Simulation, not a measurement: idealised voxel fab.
Documented hereafter: the process module known as voxel gate over fins.
It is cross-section cut that appears here, measuring 280 nm in width, its square cells being 5 nm in size.
The cross-sections in this document take the form of a grid made of square cells. They are written out as bands, in order from top to bottom. Each band consists of one or more rows of cells. For a band, the entry starts with two heights in nm, that of the top and then that of the bottom, and carries on with the band's materials in order from left to right, each alongside its width in nm; the word "everywhere" beside a single material means it fills the band edge to edge, and "blank" means empty space. The level at which height equals 0 is the one under which the wafer, as it arrives, is entirely one material. No lower edge exists for the bottom band, which continues downward and is notated as in "0..down". Width "30->40": first value at the band's top row of cells, second value at its bottom row, equal change from row to row. A step reported as "nothing different" is a step in which no cell of the cross-section changed. In the "Enclosed void entries" entry, you get each enclosed empty space of 8 cells or more, one with no open way to the top, written width x height at distance, distance from the left edge, in nm. Step line, after settings: the simulator's comment on this step. You can add "overlay nm" to a step's line. For a step with a mask, it describes how far the mask lay to the right of its planned position, and a negative number describes a lay to the left.

The steps planned for the process are as follows
1,RECEIVE,material Si
2,CONFORMAL_DEP,material SiN,thk nm 10
3,DIRECTIONAL_DEP,material aC,thk nm 10
4,PATTERN,tone cover,mask id FINS,material resist,width nm 15,pitch nm 60,thk nm 25,overlay nm 0
5,DIRECTIONAL_ETCH,etch materials aC,depth nm 10
6,STRIP,etch materials resist
7,DIRECTIONAL_ETCH,etch materials SiN,depth nm 10
8,DIRECTIONAL_ETCH,etch materials Si,depth nm 30
9,STRIP,etch materials aC
10,OXIDIZE,depth nm 5
11,FILL_DEP,material SiO2,thk nm 5
12,CMP,height nm 10
13,PATTERN,tone open,mask id RAIL,material resist,width nm 15,thk nm 20,overlay nm 0
14,DIRECTIONAL_ETCH,etch materials SiO2,depth nm 35
15,STRIP,etch materials resist
16,CONFORMAL_DEP,material TiN,thk nm 5
17,FILL_DEP,material W,thk nm 10
18,CMP,height nm 10
19,SELECTIVE_ETCH,etch materials W Ru TiN,depth nm 30
20,FILL_DEP,material SiO2,thk nm 5
21,CMP,height nm 10
22,SELECTIVE_ETCH,etch materials SiO2,depth nm 25
23,STRIP,etch materials SiN
24,CONFORMAL_DEP,material HfO2,thk nm 5
25,CONFORMAL_DEP,material TiN,thk nm 5
26,FILL_DEP,material W,thk nm 15
27,CMP,height nm 20
28,CONFORMAL_DEP,material SiCN,thk nm 10

as received, after step 1
* 0..down | Si everywhere
* Enclosed void entries: none

This is how the wafer looks in cross-section once the module is done, given the starting state and plan above and one mistake in carrying the plan out
* 30..20 | SiCN everywhere
* 20..10 | W everywhere
* 10..5 | W (65) / TiN (25) / W (35) / TiN (25) / W (35) / TiN (25) / W (70)
* 5..0 | W (65) / TiN (5) / HfO2 (15) / TiN (5) / W (35) / TiN (5) / HfO2 (15) / TiN (5) / W (35) / TiN (5) / HfO2 (15) / TiN (5) / W (70)
* 0..-5 | W (65) / TiN (5) / HfO2 (5) / Si (5) / HfO2 (5) / TiN (5) / W (35) / TiN (5) / HfO2 (5) / Si (5) / HfO2 (5) / TiN (5) / W (35) / TiN (5) / HfO2 (5) / Si (5) / HfO2 (5) / TiN (5) / W (70)
* -5..-10 | TiN (70) / HfO2 (5) / Si (5) / HfO2 (5) / TiN (45) / HfO2 (5) / Si (5) / HfO2 (5) / TiN (45) / HfO2 (5) / Si (5) / HfO2 (5) / TiN (75)
* -10..-15 | HfO2 (75) / Si (5) / HfO2 (55) / Si (5) / HfO2 (55) / Si (5) / HfO2 (80)
* -15..-20 | SiO2 (75) / Si (5) / SiO2 (55) / Si (5) / SiO2 (55) / Si (5) / SiO2 (80)
* -20..-25 | SiO2 (75) / Si (5) / SiO2 (10) / TiN (15) / SiO2 (30) / Si (5) / SiO2 (55) / Si (5) / SiO2 (80)
* -25..-35 | SiO2 (75) / Si (5) / SiO2 (55) / Si (5) / SiO2 (55) / Si (5) / SiO2 (80)
* -35..down | Si everywhere
* Enclosed void entries: none
Heads up, the wafer didn't run the way we planned it: step 13 was not run as planned; what actually ran was PATTERN,tone open,mask id RAIL,material resist,width nm 15,thk nm 20,overlay nm -10
